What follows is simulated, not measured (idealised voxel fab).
The document below concerns the process module designated voxel transistor to metal.
This is section cut - it's 205 nm across, gridded in 5 nm square cells.
This document writes a cross-section as a grid whose cells are square, and gives it as bands, listed from the top down; one or more rows of cells form a band. It is stipulated that each band's entry specify, in nanometres, the height of the top of the band and then that of its bottom, followed by the materials of the band in left-to-right sequence, each together with its width in nanometres. A single material marked by the word "edge to edge" is understood to fill the band from edge to edge; the word "air" is understood to denote empty space. Where do heights start? At 0: under that level the wafer as delivered is made of one material only. And the lowest band has no floor; it just carries on downward, as in "0..down". When a width is written as two numbers, as in "30..40", the first number is the width in the top row of cells of the band and the second is the width in its bottom row, and the width changes by the same amount from each row to the next. "no modification", as given for a step, is the statement that not any cell of the cross-section underwent a change during that step. Empty spaces without an open route to the top, at least 8 cells in extent, make up the entry "Voids lacking openings"; each is given as width x height at distance, where the distance is measured from the left edge, and all are in nm. after a step's settings: what the simulator itself notes on the step. What "overlay nm" on a step's line means: if the step has a mask, that mask lay this far to the right of its planned place, or, when the value is negative, to the left.
### These are the steps we planned for the process
1,RECEIVE | material Si
2,CONFORMAL_DEP | material SiO2 | thk nm 5
3,CONFORMAL_DEP | material SiN | thk nm 15
4,PATTERN | tone cover | mask id ACTIVE | material resist | width nm 105 | thk nm 20 | overlay nm 0
5,DIRECTIONAL_ETCH | etch materials SiN | depth nm 15
6,DIRECTIONAL_ETCH | etch materials SiO2 | depth nm 5
7,DIRECTIONAL_ETCH | etch materials Si | depth nm 20
8,STRIP | etch materials resist
9,FILL_DEP | material SiO2 | thk nm 15
10,CMP | height nm 20
11,SELECTIVE_ETCH | etch materials SiO2 | depth nm 10
12,STRIP | etch materials SiN
13,SELECTIVE_ETCH | etch materials SiO2 | depth nm 5
14,OXIDIZE | depth nm 5
15,DIRECTIONAL_DEP | material polySi | thk nm 20
16,DIRECTIONAL_DEP | material SiCN | thk nm 15
17,PATTERN | tone cover | mask id GATE | material resist | width nm 25 | thk nm 20 | overlay nm 0
18,DIRECTIONAL_ETCH | etch materials SiCN | depth nm 25
19,DIRECTIONAL_ETCH | etch materials polySi | depth nm 30
20,STRIP | etch materials resist
21,CONFORMAL_DEP | material SiN | thk nm 10
22,DIRECTIONAL_ETCH | etch materials SiN | depth nm 10
23,DIRECTIONAL_ETCH | etch materials SiO2 | depth nm 5
24,DIRECTIONAL_ETCH | etch materials Si | depth nm 15
25,EPI | material SiGe | thk nm 15
26,FILL_DEP | material SiO2 | thk nm 5
27,CMP | height nm 35
28,DIRECTIONAL_DEP | material SiO2 | thk nm 15
29,MASKED_ETCH | tone open | mask id CONTACT | width nm 15 | pitch nm 80 | etch materials SiO2 | depth nm 40 | overlay nm 0
30,CONFORMAL_DEP | material TiN | thk nm 5
31,FILL_DEP | material Ru | thk nm 5
32,CMP | height nm 50
33,CONFORMAL_DEP | material SiN | thk nm 5
34,DIRECTIONAL_DEP | material lowk | thk nm 15
35,DIRECTIONAL_DEP | material aC | thk nm 10
36,PATTERN | tone open | mask id METAL_1 | material resist | width nm 15 | pitch nm 80 | thk nm 30 | overlay nm 0
37,DIRECTIONAL_ETCH | etch materials aC | depth nm 10
38,STRIP | etch materials resist
39,DIRECTIONAL_ETCH | etch materials lowk | depth nm 15
40,DIRECTIONAL_ETCH | etch materials SiN | depth nm 5
41,STRIP | etch materials aC
42,CONFORMAL_DEP | material TiN | thk nm 5
43,FILL_DEP | material Cu | thk nm 10
44,CMP | height nm 70
45,CONFORMAL_DEP | material SiCN | thk nm 5
46,DIRECTIONAL_DEP | material lowk | thk nm 30
47,DIRECTIONAL_DEP | material aC | thk nm 15
48,PATTERN | tone open | mask id METAL_2 | material resist | width nm 15 | pitch nm 80 | thk nm 30 | overlay nm 0
49,DIRECTIONAL_ETCH | etch materials aC | depth nm 15
50,STRIP | etch materials resist
51,DIRECTIONAL_ETCH | etch materials lowk | depth nm 20
52,STRIP | etch materials aC
53,MASKED_ETCH | tone open | mask id METAL_2_HOLES | width nm 15 | pitch nm 80 | etch materials lowk | depth nm 10 | overlay nm 0
54,MASKED_ETCH | tone open | mask id METAL_2_HOLES | width nm 15 | pitch nm 80 | etch materials SiCN | depth nm 5 | overlay nm 0
55,CONFORMAL_DEP | material TiN | thk nm 5
56,FILL_DEP | material Cu | thk nm 10
57,CMP | height nm 105
58,CONFORMAL_DEP | material SiN | thk nm 5
### Cross-section of the wafer at receipt, which is the condition after step 1
  0..down | Si edge to edge
  Voids lacking openings: none
### Cross-section taken at module completion on the first of two wafers; processed per the plan
  110..105 | SiN edge to edge
  105..75 | 55 of lowk / 5 of TiN / 5 of Cu / 5 of TiN / 65 of lowk / 5 of TiN / 5 of Cu / 5 of TiN / 55 of lowk
  75..70 | 55 of SiCN / 15 of TiN / 65 of SiCN / 15 of TiN / 55 of SiCN
  70..55 | 55 of lowk / 5 of TiN / 5 of Cu / 5 of TiN / 65 of lowk / 5 of TiN / 5 of Cu / 5 of TiN / 55 of lowk
  55..50 | 55 of SiN / 15 of TiN / 65 of SiN / 15 of TiN / 55 of SiN
  50..35 | 55 of SiO2 / 5 of TiN / 5 of Ru / 5 of TiN / 65 of SiO2 / 5 of TiN / 5 of Ru / 5 of TiN / 55 of SiO2
  35..20 | 55 of SiO2 / 5 of TiN / 5 of Ru / 5 of TiN / 10 of SiO2 / 10 of SiN / 25 of SiCN / 10 of SiN / 10 of SiO2 / 5 of TiN / 5 of Ru / 5 of TiN / 55 of SiO2
  20..15 | 55 of SiO2 / 5 of TiN / 5 of Ru / 5 of TiN / 10 of SiO2 / 10 of SiN / 25 of polySi / 10 of SiN / 10 of SiO2 / 5 of TiN / 5 of Ru / 5 of TiN / 55 of SiO2
  15..10 | 55 of SiO2 / 15 of TiN / 10 of SiO2 / 10 of SiN / 25 of polySi / 10 of SiN / 10 of SiO2 / 15 of TiN / 55 of SiO2
  10..5 | 50 of SiO2 / 30 of SiGe / 10 of SiN / 25 of polySi / 10 of SiN / 30 of SiGe / 50 of SiO2
  5..0 | 45 of SiO2 / 10 of SiN / 25 of SiGe / 10 of SiN / 25 of polySi / 10 of SiN / 25 of SiGe / 10 of SiN / 45 of SiO2
  0..-5 | 55 of SiO2 / 25 of SiGe / 45 of SiO2 / 25 of SiGe / 55 of SiO2
  -5..-20 | 50 of SiO2 / 5 of Si / 25 of SiGe / 45 of Si / 25 of SiGe / 5 of Si / 50 of SiO2
  -20..down | Si edge to edge
  Voids lacking openings: none
### So this is wafer number two of the two, cut at the end of the module - it started where the first did and had the same plan, we just got one thing wrong running it
  110..105 | SiN edge to edge
  105..75 | 55 of lowk / 5 of TiN / 5 of Cu / 5 of TiN / 65 of lowk / 5 of TiN / 5 of Cu / 5 of TiN / 55 of lowk
  75..70 | 55 of SiCN / 15 of TiN / 65 of SiCN / 15 of TiN / 55 of SiCN
  70..60 | 55 of lowk / 5 of TiN / 5 of Cu / 5 of TiN / 65 of lowk / 5 of TiN / 5 of Cu / 5 of TiN / 55 of lowk
  60..55 | 55 of lowk / 15 of TiN / 65 of lowk / 15 of TiN / 55 of lowk
  55..50 | Cu edge to edge
  50..35 | 55 of SiO2 / 5 of TiN / 5 of Ru / 5 of TiN / 65 of SiO2 / 5 of TiN / 5 of Ru / 5 of TiN / 55 of SiO2
  35..20 | 55 of SiO2 / 5 of TiN / 5 of Ru / 5 of TiN / 10 of SiO2 / 10 of SiN / 25 of SiCN / 10 of SiN / 10 of SiO2 / 5 of TiN / 5 of Ru / 5 of TiN / 55 of SiO2
  20..15 | 55 of SiO2 / 5 of TiN / 5 of Ru / 5 of TiN / 10 of SiO2 / 10 of SiN / 25 of polySi / 10 of SiN / 10 of SiO2 / 5 of TiN / 5 of Ru / 5 of TiN / 55 of SiO2
  15..10 | 55 of SiO2 / 15 of TiN / 10 of SiO2 / 10 of SiN / 25 of polySi / 10 of SiN / 10 of SiO2 / 15 of TiN / 55 of SiO2
  10..5 | 50 of SiO2 / 30 of SiGe / 10 of SiN / 25 of polySi / 10 of SiN / 30 of SiGe / 50 of SiO2
  5..0 | 45 of SiO2 / 10 of SiN / 25 of SiGe / 10 of SiN / 25 of polySi / 10 of SiN / 25 of SiGe / 10 of SiN / 45 of SiO2
  0..-5 | 55 of SiO2 / 25 of SiGe / 45 of SiO2 / 25 of SiGe / 55 of SiO2
  -5..-20 | 50 of SiO2 / 5 of Si / 25 of SiGe / 45 of Si / 25 of SiGe / 5 of Si / 50 of SiO2
  -20..down | Si edge to edge
  Voids lacking openings: none
Diagnosis: it should be noted that step 33 was executed with settings other than those planned, the operation and settings actually applied being CONFORMAL_DEP | material Cu | thk nm 5
Final cells, second wafer relative to first, materials higher or lower: 39 more of Cu | 35 fewer of SiN | 4 fewer of TiN
